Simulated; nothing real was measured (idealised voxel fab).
Process module under the name voxel local oxidation
Xsec cut, 255 nm wide, square cell size 5 nm.
The cross-sections in this document take the form of a grid made of square cells. They are written out as bands, in order from top to bottom. Each band consists of one or more rows of cells. Band entry format. Leading values: height of top, height of bottom, nm. Remainder: materials in left-to-right order, each with its width in nm. Special words: "throughout" on a single material, which then fills the band edge to edge; "blank", empty space. Note: height 0 marks the level under which the wafer is uniformly one material as received. Lowest band unbounded below, written "z 0 and below". It should be noted that a width expressed as "30..40" varies in equal increments from row to row of cells within the band, taking the value of the first number at the top row and that of the second number at the bottom row. "stayed the same" for a step: no cell of the cross-section changed in that step. Voids not open to the top, 8 cells minimum: see "Closed void listing". Written width x height at distance; distance is from the left edge; nm. Whatever follows a step's settings on its line is a remark the simulator itself makes about that step. Each step line may optionally specify "overlay nm", which for a step with a mask gives the rightward distance between the mask's planned place and where it lay, a negative value indicating the leftward direction.

-- So here's the lineup of process steps we planned
1,RECEIVE with material Si
2,OXIDIZE with depth nm 5
3,CONFORMAL_DEP with material SiN, thk nm 10
4,PATTERN with tone cover, mask id ACTIVE, material resist, width nm 105, thk nm 20, overlay nm -15
5,DIRECTIONAL_ETCH with etch materials SiN, depth nm 10
6,STRIP with etch materials resist
7,SELECTIVE_ETCH with etch materials SiO2, depth nm 5
8,OXIDIZE with depth nm 10
9,STRIP with etch materials SiN
It is noted that the wafers described herein are identical at the outset and are distinguished by the overlay nm of step 4; the value stated in the plan corresponds to the first wafer.

-- Cut through the first of several wafers as received, post step 1
    z 0 and below  Si throughout
    Closed void listing: none

-- Cross-section after step 9, the final step of the module, for the first of several wafers
    z 0 to -5  blank: 65  SiO2: 95  blank: 95
    z -5 to -15  SiO2: 75  Si: 75  SiO2: 105
    z -15 and below  Si throughout
    Closed void listing: none

-- Last-wafer cross-section at the end of the module
    z 0 to -5  blank: 95  SiO2: 95  blank: 65
    z -5 to -15  SiO2: 105  Si: 75  SiO2: 75
    z -15 and below  Si throughout
    Closed void listing: none

-- wafer rows; end of module; cells per material since receipt: (+) gained, (-) lost; then closed voids
overlay nm -15; -123 Si; +91 SiO2; Closed void listing: none
overlay nm -10; -123 Si; +91 SiO2; Closed void listing: none
overlay nm -5; -123 Si; +91 SiO2; Closed void listing: none
overlay nm 0; -123 Si; +91 SiO2; Closed void listing: none
overlay nm 5; -123 Si; +91 SiO2; Closed void listing: none
overlay nm 10; -123 Si; +91 SiO2; Closed void listing: none
overlay nm 15; -123 Si; +91 SiO2; Closed void listing: none
